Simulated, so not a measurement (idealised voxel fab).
A process module follows: voxel air gaps.
Displayed cross-section: cut, width of 225 nm, square cells sized 5 nm.
Bands, listed from the top down, are how a cross-section gets written in this document; the cross-section itself is a grid of square cells, and a band is one or more rows of them.
Heads up on the band format: heights come first, top then bottom, in nm. After that it's the materials left to right, each with its width in nm. A single material flagged "everywhere" fills the whole band edge to edge, and "blank" means there's empty space there.
The level at which height equals 0 is the one under which the wafer, as it arrives, is entirely one material. No lower edge exists for the bottom band, which continues downward and is notated as in "0 nm and below".
A width given as "30..40" starts at the first number in the band's top row and ends at the second number in its bottom row, shifting by an equal amount at every step from row to row.
Step marked "remained unchanged"? Then no cell in the cross-section changed in it.
"Trapped voids": sealed empty spaces, 8 cells or more, no open way to top, listed width x height at distance, with distance from the left edge and width, height and distance in nm.
Anything after a step's settings on that line? It's the simulator's own note about the step.
overlay nm: on a step with a mask, how far right of its planned place the mask lay; negative means left.

Steps planned for the process:
1. RECEIVE: material Si
2. CONFORMAL_DEP: material SiO2, thk nm 10
3. CONFORMAL_DEP: material SiCN, thk nm 5
4. DIRECTIONAL_DEP: material SiO2, thk nm 40
5. PATTERN: tone open, mask id LINES, material resist, width nm 20, pitch nm 45, thk nm 15, overlay nm 0
6. DIRECTIONAL_ETCH: etch materials SiO2, depth nm 40
7. STRIP: etch materials resist
8. CONFORMAL_DEP: material TiN, thk nm 5
9. FILL_DEP: material W, thk nm 10
10. CMP: height nm 55
11. EPI: material Ru, thk nm 10
12. SELECTIVE_ETCH: etch materials SiO2, depth nm 50
13. CONFORMAL_DEP: material SiCN, thk nm 5

Wafer cross-section on receipt, i.e. after step 1:
    0 nm and below = Si everywhere
    Trapped voids: none

End-of-module cross-section. Starting structure and process plan as above; one mistake made in running it:
    70 nm to 65 nm = 40 nm blank, 140 nm SiCN, 45 nm blank
    65 nm to 55 nm = 40 nm blank, 5 nm SiCN, 40 nm Ru, 5 nm SiCN, 40 nm Ru, 5 nm SiCN, 40 nm Ru, 5 nm SiCN, 45 nm blank
    55 nm to 50 nm = 40 nm blank, 15 nm SiCN, 5 nm TiN, 10 nm W, 5 nm TiN, 25 nm SiCN, 5 nm TiN, 10 nm W, 5 nm TiN, 25 nm SiCN, 5 nm TiN, 10 nm W, 5 nm TiN, 15 nm SiCN, 45 nm blank
    50 nm to 20 nm = 50 nm blank, 5 nm SiCN, 5 nm TiN, 10 nm W, 5 nm TiN, 5 nm SiCN, 15 nm blank, 5 nm SiCN, 5 nm TiN, 10 nm W, 5 nm TiN, 5 nm SiCN, 15 nm blank, 5 nm SiCN, 5 nm TiN, 10 nm W, 5 nm TiN, 5 nm SiCN, 55 nm blank
    20 nm to 15 nm = 55 nm SiCN, 20 nm TiN, 25 nm SiCN, 20 nm TiN, 25 nm SiCN, 20 nm TiN, 60 nm SiCN
    15 nm to 10 nm = W everywhere
    10 nm to 0 nm = SiO2 everywhere
    0 nm and below = Si everywhere
    Trapped voids: 15 x 30 at 80; 15 x 30 at 125
Processing error: step 3 changed vs plan, executed as CONFORMAL_DEP: material W, thk nm 5
